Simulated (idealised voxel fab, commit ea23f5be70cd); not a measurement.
Process module name: voxel transistor to metal
The cross-section on display is named cut; it measures 210 nm wide, and its cells are 5 nm squares.
A cross-section is a grid of square cells, given in bands from the top down. A band is one or more rows of cells. It is stipulated that each band's entry specify, in nanometres, the height of the top of the band and then that of its bottom, followed by the materials of the band in left-to-right sequence, each together with its width in nanometres. A single material marked by the word "edge to edge" is understood to fill the band from edge to edge; the word "empty" is understood to denote empty space. Note: height 0 marks the level under which the wafer is uniformly one material as received. Lowest band unbounded below, written "0..down". Note: "30 to 40" means the width goes from the first number (top row of the band) to the second number (bottom row) in equal steps per row of cells. It should be understood that the words "no alteration", when stated for a given step, signify that the cross-section underwent no change in any of its cells during that step. Under "Enclosed void entries" you'll find the enclosed gaps, the ones with no way out to the top, that are 8 cells or bigger; each reads width x height at distance, with distance counted from the left edge, everything in nm. Read whatever lies past the settings on a step's line as the simulator's own remark about the step. On any step carrying a mask, the "overlay nm" setting, if present on the step's line, tells how far right of its planned place the mask lay; negative values point to the left.

### Process steps foreseen in the plan
1,RECEIVE, material Si
2,CONFORMAL_DEP, material SiO2, thk nm 5
3,CONFORMAL_DEP, material SiN, thk nm 15
4,MASKED_ETCH, tone cover, mask id ACTIVE, width nm 100, etch materials SiN, depth nm 15, overlay nm 0
5,MASKED_ETCH, tone cover, mask id ACTIVE, width nm 100, etch materials SiO2, depth nm 5, overlay nm 0
6,MASKED_ETCH, tone cover, mask id ACTIVE, width nm 100, etch materials Si, depth nm 25, overlay nm 0
7,OXIDIZE, depth nm 5
8,FILL_DEP, material SiO2, thk nm 10
9,CMP, height nm 20
10,SELECTIVE_ETCH, etch materials SiO2, depth nm 15
11,STRIP, etch materials SiN
12,SELECTIVE_ETCH, etch materials SiO2, depth nm 5
13,OXIDIZE, depth nm 5
14,DIRECTIONAL_DEP, material polySi, thk nm 30
15,DIRECTIONAL_DEP, material SiCN, thk nm 10
16,MASKED_ETCH, tone cover, mask id GATE, width nm 20, etch materials SiCN, depth nm 20, overlay nm 0
17,MASKED_ETCH, tone cover, mask id GATE, width nm 20, etch materials polySi, depth nm 40, overlay nm 0
18,CONFORMAL_DEP, material SiO2, thk nm 5
19,DIRECTIONAL_ETCH, etch materials SiO2, depth nm 5
20,CONFORMAL_DEP, material SiN, thk nm 5
21,DIRECTIONAL_ETCH, etch materials SiN, depth nm 5
22,DIRECTIONAL_ETCH, etch materials SiO2, depth nm 5
23,DIRECTIONAL_ETCH, etch materials Si, depth nm 15
24,EPI, material nSi, thk nm 20
25,FILL_DEP, material SiO2, thk nm 5
26,CMP, height nm 40
27,DIRECTIONAL_DEP, material SiO2, thk nm 10
28,DIRECTIONAL_DEP, material aC, thk nm 10
29,PATTERN, tone open, mask id CONTACT, material resist, width nm 15, pitch nm 75, thk nm 25, overlay nm 0
30,DIRECTIONAL_ETCH, etch materials aC, depth nm 10
31,STRIP, etch materials resist
32,DIRECTIONAL_ETCH, etch materials SiO2, depth nm 50
33,STRIP, etch materials aC
34,CONFORMAL_DEP, material TiN, thk nm 5
35,FILL_DEP, material Ru, thk nm 5
36,CMP, height nm 50
37,CONFORMAL_DEP, material SiCN, thk nm 5
38,DIRECTIONAL_DEP, material lowk, thk nm 20
39,MASKED_ETCH, tone open, mask id METAL_1, width nm 15, pitch nm 75, etch materials lowk, depth nm 20, overlay nm 0
40,MASKED_ETCH, tone open, mask id METAL_1, width nm 15, pitch nm 75, etch materials SiCN, depth nm 5, overlay nm 0
41,CONFORMAL_DEP, material TiN, thk nm 5
42,FILL_DEP, material Cu, thk nm 5
43,CMP, height nm 75
44,CONFORMAL_DEP, material SiCN, thk nm 5

### The cross-section here shows the wafer as received, i.e. in its state after step 1
0..down | Si edge to edge
Enclosed void entries: none

### Cross-sectional image of the first of two wafers at the end of the module, the run having proceeded as planned
80..75 | SiCN edge to edge
75..55 | lowk 60 / TiN 5 / Cu 5 / TiN 5 / lowk 60 / TiN 5 / Cu 5 / TiN 5 / lowk 60
55..50 | SiCN 60 / TiN 15 / SiCN 60 / TiN 15 / SiCN 60
50..40 | SiO2 60 / TiN 5 / Ru 5 / TiN 5 / SiO2 60 / TiN 5 / Ru 5 / TiN 5 / SiO2 60
40..30 | SiO2 60 / TiN 5 / Ru 5 / TiN 5 / SiO2 10 / SiN 5 / SiO2 5 / SiCN 20 / SiO2 5 / SiN 5 / SiO2 10 / TiN 5 / Ru 5 / TiN 5 / SiO2 60
30..20 | SiO2 60 / TiN 5 / Ru 5 / TiN 5 / SiO2 10 / SiN 5 / SiO2 5 / polySi 20 / SiO2 5 / SiN 5 / SiO2 10 / TiN 5 / Ru 5 / TiN 5 / SiO2 60
20..15 | SiO2 60 / TiN 15 / SiO2 10 / SiN 5 / SiO2 5 / polySi 20 / SiO2 5 / SiN 5 / SiO2 10 / TiN 15 / SiO2 60
15..0 | SiO2 60 / TiN 5 / nSi 20 / SiN 5 / SiO2 5 / polySi 20 / SiO2 5 / SiN 5 / nSi 20 / TiN 5 / SiO2 60
0..-5 | SiO2 55 / nSi 30 / SiO2 40 / nSi 30 / SiO2 55
-5..-20 | SiO2 60 / nSi 25 / Si 40 / nSi 25 / SiO2 60
-20..-30 | SiO2 60 / Si 90 / SiO2 60
-30..down | Si edge to edge
Enclosed void entries: none

### Second wafer of the two, sectioned at the end of the module. It began like the first and followed the same plan, but one mistake was made while running it
80..75 | SiCN edge to edge
75..55 | lowk 60 / TiN 5 / Cu 5 / TiN 5 / lowk 60 / TiN 5 / Cu 5 / TiN 5 / lowk 60
55..50 | SiCN 60 / TiN 15 / SiCN 60 / TiN 15 / SiCN 60
50..40 | SiO2 55 / TiN 5 / Ru 15 / TiN 5 / SiO2 50 / TiN 5 / Ru 15 / TiN 5 / SiO2 55
40..30 | SiO2 55 / TiN 5 / Ru 15 / TiN 5 / SiO2 5 / SiN 5 / SiO2 5 / SiCN 20 / SiO2 5 / SiN 5 / SiO2 5 / TiN 5 / Ru 15 / TiN 5 / SiO2 55
30..20 | SiO2 55 / TiN 5 / Ru 15 / TiN 5 / SiO2 5 / SiN 5 / SiO2 5 / polySi 20 / SiO2 5 / SiN 5 / SiO2 5 / TiN 5 / Ru 15 / TiN 5 / SiO2 55
20..15 | SiO2 55 / TiN 25 / SiO2 5 / SiN 5 / SiO2 5 / polySi 20 / SiO2 5 / SiN 5 / SiO2 5 / TiN 25 / SiO2 55
15..0 | SiO2 55 / TiN 10 / nSi 20 / SiN 5 / SiO2 5 / polySi 20 / SiO2 5 / SiN 5 / nSi 20 / TiN 10 / SiO2 55
0..-5 | SiO2 55 / nSi 30 / SiO2 40 / nSi 30 / SiO2 55
-5..-20 | SiO2 60 / nSi 25 / Si 40 / nSi 25 / SiO2 60
-20..-30 | SiO2 60 / Si 90 / SiO2 60
-30..down | Si edge to edge
Enclosed void entries: none
Diagnosis: step 29 went in with a setting other than planned; the actual run was PATTERN, tone open, mask id CONTACT, material resist, width nm 25, pitch nm 75, thk nm 25, overlay nm 0
Final tally in cells, some materials are higher or lower on the second wafer than on the first: Ru: 24 more; SiO2: 34 fewer; TiN: 10 more
